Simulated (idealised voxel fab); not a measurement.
This is a process module. Its name is voxel transistor to metal.
Pictured: cross-section cut, 295 nm wide, on a grid of 5 nm square cells.
Cross-section layout: square cells on a grid; listed as bands, top to bottom; a band spans one or more cell rows.
Each band's line starts with the height of the band's top and of its bottom, in nm. Then come its materials from left to right, each with its width in nm. One material with "edge to edge" fills the band from edge to edge. "empty" is empty space.
Beneath 0, the wafer as received is one material, and that level is where height counting begins. The lowest band goes on downward without a bottom; it is written like "0 -> down".
The width entry "30->40" should be interpreted row by row: the top row of cells in the band takes the first number, the bottom row takes the second number, and the change between adjacent rows is uniform throughout.
"stayed the same" (step): cross-section cells unchanged, all of them.
Closed empty spaces (no open way to the top) of 8 cells or more are what "Closed cavity list" lists, each as width x height at distance from the left edge, nm for all three.
Note: text after step settings on the step line = simulator remark on that step.
"overlay nm" denotes, for a step that has a mask, the displacement of the mask to the right of its planned place, with negative values corresponding to the left.

List of planned process steps:
1. op RECEIVE | material Si
2. op OXIDIZE | depth nm 5
3. op CONFORMAL_DEP | material SiN | thk nm 15
4. op MASKED_ETCH | tone cover | mask id ACTIVE | width nm 115 | pitch nm 135 | etch materials SiN | depth nm 15 | overlay nm 0
5. op MASKED_ETCH | tone cover | mask id ACTIVE | width nm 115 | pitch nm 135 | etch materials SiO2 | depth nm 5 | overlay nm 0
6. op MASKED_ETCH | tone cover | mask id ACTIVE | width nm 115 | pitch nm 135 | etch materials Si | depth nm 35 | overlay nm 0
7. op FILL_DEP | material SiO2 | thk nm 15
8. op CMP | height nm 15
9. op SELECTIVE_ETCH | etch materials SiO2 | depth nm 5
10. op STRIP | etch materials SiN
11. op SELECTIVE_ETCH | etch materials SiO2 | depth nm 5
12. op OXIDIZE | depth nm 5
13. op DIRECTIONAL_DEP | material polySi | thk nm 20
14. op DIRECTIONAL_DEP | material SiCN | thk nm 15
15. op DIRECTIONAL_DEP | material aC | thk nm 15
16. op PATTERN | tone cover | mask id GATE | material resist | width nm 15 | pitch nm 135 | thk nm 35 | overlay nm 0
17. op DIRECTIONAL_ETCH | etch materials aC | depth nm 15
18. op STRIP | etch materials resist
19. op DIRECTIONAL_ETCH | etch materials SiCN | depth nm 25
20. op DIRECTIONAL_ETCH | etch materials polySi | depth nm 30
21. op STRIP | etch materials aC
22. op CONFORMAL_DEP | material SiN | thk nm 5
23. op DIRECTIONAL_ETCH | etch materials SiN | depth nm 5
24. op DIRECTIONAL_ETCH | etch materials SiO2 | depth nm 5
25. op DIRECTIONAL_ETCH | etch materials Si | depth nm 5
26. op EPI | material pSi | thk nm 10
27. op FILL_DEP | material SiO2 | thk nm 10
28. op CMP | height nm 30
29. op DIRECTIONAL_DEP | material SiO2 | thk nm 15
30. op MASKED_ETCH | tone open | mask id CONTACT | width nm 20 | etch materials SiO2 | depth nm 50 | overlay nm 0
31. op CONFORMAL_DEP | material TiN | thk nm 5
32. op FILL_DEP | material W | thk nm 10
33. op CMP | height nm 45
34. op DIRECTIONAL_DEP | material TiN | thk nm 5
35. op DIRECTIONAL_DEP | material Ru | thk nm 20
36. op DIRECTIONAL_DEP | material aC | thk nm 15
37. op PATTERN | tone cover | mask id METAL_1 | material resist | width nm 20 | thk nm 30 | overlay nm 0
38. op DIRECTIONAL_ETCH | etch materials aC | depth nm 15
39. op STRIP | etch materials resist
40. op DIRECTIONAL_ETCH | etch materials Ru | depth nm 20
41. op DIRECTIONAL_ETCH | etch materials TiN | depth nm 5
42. op STRIP | etch materials aC
43. op CONFORMAL_DEP | material SiCN | thk nm 5
44. op FILL_DEP | material SiO2 | thk nm 10
45. op CMP | height nm 70
46. op CONFORMAL_DEP | material SiN | thk nm 5

So this is the incoming wafer in cross-section - it's already been through step 1:
* 0 -> down: Si edge to edge
* Closed cavity list: none

First wafer at the end, as planned:
* 75 -> 70: SiN edge to edge
* 70 -> 50: SiO2=25, SiCN=5, Ru=20, SiCN=5, SiO2=45, SiCN=5, Ru=20, SiCN=5, SiO2=30, SiCN=5, Ru=20, SiCN=5, SiO2=45, SiCN=5, Ru=20, SiCN=5, SiO2=30
* 50 -> 45: SiCN=30, TiN=20, SiCN=55, TiN=20, SiCN=40, TiN=20, SiCN=55, TiN=20, SiCN=35
* 45 -> 30: SiO2=30, TiN=5, W=10, TiN=5, SiO2=55, TiN=5, W=10, TiN=5, SiO2=40, TiN=5, W=10, TiN=5, SiO2=55, TiN=5, W=10, TiN=5, SiO2=35
* 30 -> 15: SiO2=30, TiN=5, W=10, TiN=5, SiO2=15, SiN=5, SiCN=15, SiN=5, SiO2=15, TiN=5, W=10, TiN=5, SiO2=40, TiN=5, W=10, TiN=5, SiO2=15, SiN=5, SiCN=15, SiN=5, SiO2=15, TiN=5, W=10, TiN=5, SiO2=35
* 15 -> 5: SiO2=30, TiN=5, W=10, TiN=5, SiO2=15, SiN=5, polySi=15, SiN=5, SiO2=15, TiN=5, W=10, TiN=5, SiO2=40, TiN=5, W=10, TiN=5, SiO2=15, SiN=5, polySi=15, SiN=5, SiO2=15, TiN=5, W=10, TiN=5, SiO2=35
* 5 -> 0: SiO2=15, SiN=5, SiO2=10, TiN=5, W=10, TiN=5, SiO2=15, SiN=5, polySi=15, SiN=5, SiO2=15, TiN=5, W=10, TiN=5, SiO2=10, SiN=5, SiO2=10, SiN=5, SiO2=10, TiN=5, W=10, TiN=5, SiO2=15, SiN=5, polySi=15, SiN=5, SiO2=15, TiN=5, W=10, TiN=5, SiO2=10, SiN=5, SiO2=20
* 0 -> -5: SiO2=15, SiN=5, SiO2=10, TiN=20, SiO2=5, pSi=10, SiN=5, polySi=15, SiN=5, pSi=10, SiO2=5, TiN=20, SiO2=10, SiN=5, SiO2=10, SiN=5, SiO2=10, TiN=20, SiO2=5, pSi=10, SiN=5, polySi=15, SiN=5, pSi=10, SiO2=5, TiN=20, SiO2=10, SiN=5, SiO2=20
* -5 -> -10: SiO2=20, pSi=45, SiO2=25, pSi=45, SiO2=20, pSi=45, SiO2=25, pSi=45, SiO2=25
* -10 -> -15: SiO2=20, pSi=45, Si=25, pSi=45, SiO2=20, pSi=45, Si=25, pSi=45, SiO2=25
* -15 -> -40: SiO2=20, Si=115, SiO2=20, Si=115, SiO2=25
* -40 -> down: Si edge to edge
* Closed cavity list: none

Second wafer through the module, sectioned at the end: same beginning and same plan as the first wafer, with one mistake in carrying it out:
* 75 -> 70: SiN edge to edge
* 70 -> 50: SiO2=25, SiCN=5, Ru=20, SiCN=5, SiO2=45, SiCN=5, Ru=20, SiCN=5, SiO2=30, SiCN=5, Ru=20, SiCN=5, SiO2=45, SiCN=5, Ru=20, SiCN=5, SiO2=30
* 50 -> 45: SiCN=30, TiN=20, SiCN=55, TiN=20, SiCN=40, TiN=20, SiCN=55, TiN=20, SiCN=35
* 45 -> 30: SiO2=30, TiN=5, W=10, TiN=5, SiO2=55, TiN=5, W=10, TiN=5, SiO2=40, TiN=5, W=10, TiN=5, SiO2=55, TiN=5, W=10, TiN=5, SiO2=35
* 30 -> 20: SiO2=30, TiN=5, W=10, TiN=5, SiO2=15, SiN=5, polySi=15, SiN=5, SiO2=15, TiN=5, W=10, TiN=5, SiO2=40, TiN=5, W=10, TiN=5, SiO2=15, SiN=5, polySi=15, SiN=5, SiO2=15, TiN=5, W=10, TiN=5, SiO2=35
* 20 -> 15: SiO2=30, TiN=20, SiO2=55, TiN=20, SiO2=40, TiN=20, SiO2=55, TiN=20, SiO2=35
* 15 -> 0: SiO2=20, SiN=115, SiO2=20, SiN=115, SiO2=25
* 0 -> -5: SiO2 edge to edge
* -5 -> -40: SiO2=20, Si=115, SiO2=20, Si=115, SiO2=25
* -40 -> down: Si edge to edge
* Closed cavity list: none
Where did the run depart from the plan? step 8 of the plan never got run, it was skipped over
at the end the second wafer has, in cells: Si +82 | SiCN -18 | SiN +110 | SiO2 -18 | TiN -32 | W -32 | pSi -80 | polySi -12
